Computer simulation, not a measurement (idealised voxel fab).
This section sets out a process module, namely voxel self aligned contacts.
Section shown: cut. Width: 260 nm. Cell size: 5 nm, square.
A cross-section is written here as square cells arranged in a grid, and it is given in bands from the top down, each band taking up one or more rows of cells. This entry defines a band. It first specifies the height of the band's top and the height of its bottom in nm, and then specifies the band's materials from left to right, stating each material with its width in nm. The word "edge to edge" identifies a single material that fills the band from edge to edge, while the word "empty" identifies empty space. All heights in this document are referenced to 0, defined as the level beneath which the wafer, as received, consists entirely of one material. The lowest band is not bounded below; it extends indefinitely downward and is written in the form "z 0 and below". Note: "30..40" means the width goes from the first number (top row of the band) to the second number (bottom row) in equal steps per row of cells. A step reported as "changes: none" is a step in which no cell of the cross-section changed. Entry "Entrapped void list" = empty spaces >= 8 cells with no open way to the top; each as width x height at distance, distance from left edge, all nm. Post-settings text on a step line: simulator's own remark regarding the step. A step's line can hold "overlay nm"; with a mask on that step, the setting says how far right of the planned place the mask lay, while a negative setting says it lay to the left.

Plan
1: op RECEIVE | material Si
2: op CONFORMAL_DEP | material SiO2 | thk nm 5
3: op DIRECTIONAL_DEP | material polySi | thk nm 30
4: op DIRECTIONAL_DEP | material SiN | thk nm 25
5: op MASKED_ETCH | tone cover | mask id GATE | width nm 30 | pitch nm 75 | etch materials SiN | depth nm 25 | overlay nm 0
6: op MASKED_ETCH | tone cover | mask id GATE | width nm 30 | pitch nm 75 | etch materials polySi | depth nm 30 | overlay nm 0
7: op CONFORMAL_DEP | material SiN | thk nm 10
8: op DIRECTIONAL_ETCH | etch materials SiN | depth nm 10
9: op FILL_DEP | material SiO2 | thk nm 15
10: op CMP | height nm 65
11: op MASKED_ETCH | tone open | mask id CONTACT | width nm 45 | etch materials SiO2 | depth nm 65 | overlay nm 0
12: op CONFORMAL_DEP | material TiN | thk nm 5
13: op FILL_DEP | material W | thk nm 5
14: op CMP | height nm 65
15: op CONFORMAL_DEP | material SiN | thk nm 5
Wafer-to-wafer difference: width nm, step 11. Common start. Plan = first wafer's value.

Received condition of the first of several wafers, sectioned: post-step 1
    z 0 and below: Si edge to edge
    Entrapped void list: none

Gained (+) or lost (-) cells of each material since receipt, then closed voids: one row per wafer, at the end of the module
width nm 45; +200 SiN; +387 SiO2; +33 TiN; +36 W; +72 polySi; Entrapped void list: none
width nm 50; +200 SiN; +386 SiO2; +34 TiN; +36 W; +72 polySi; Entrapped void list: none
width nm 55; +200 SiN; +385 SiO2; +35 TiN; +36 W; +72 polySi; Entrapped void list: none
width nm 60; +200 SiN; +384 SiO2; +36 TiN; +36 W; +72 polySi; Entrapped void list: none
width nm 65; +200 SiN; +383 SiO2; +37 TiN; +36 W; +72 polySi; Entrapped void list: none
width nm 70; +200 SiN; +382 SiO2; +38 TiN; +36 W; +72 polySi; Entrapped void list: none
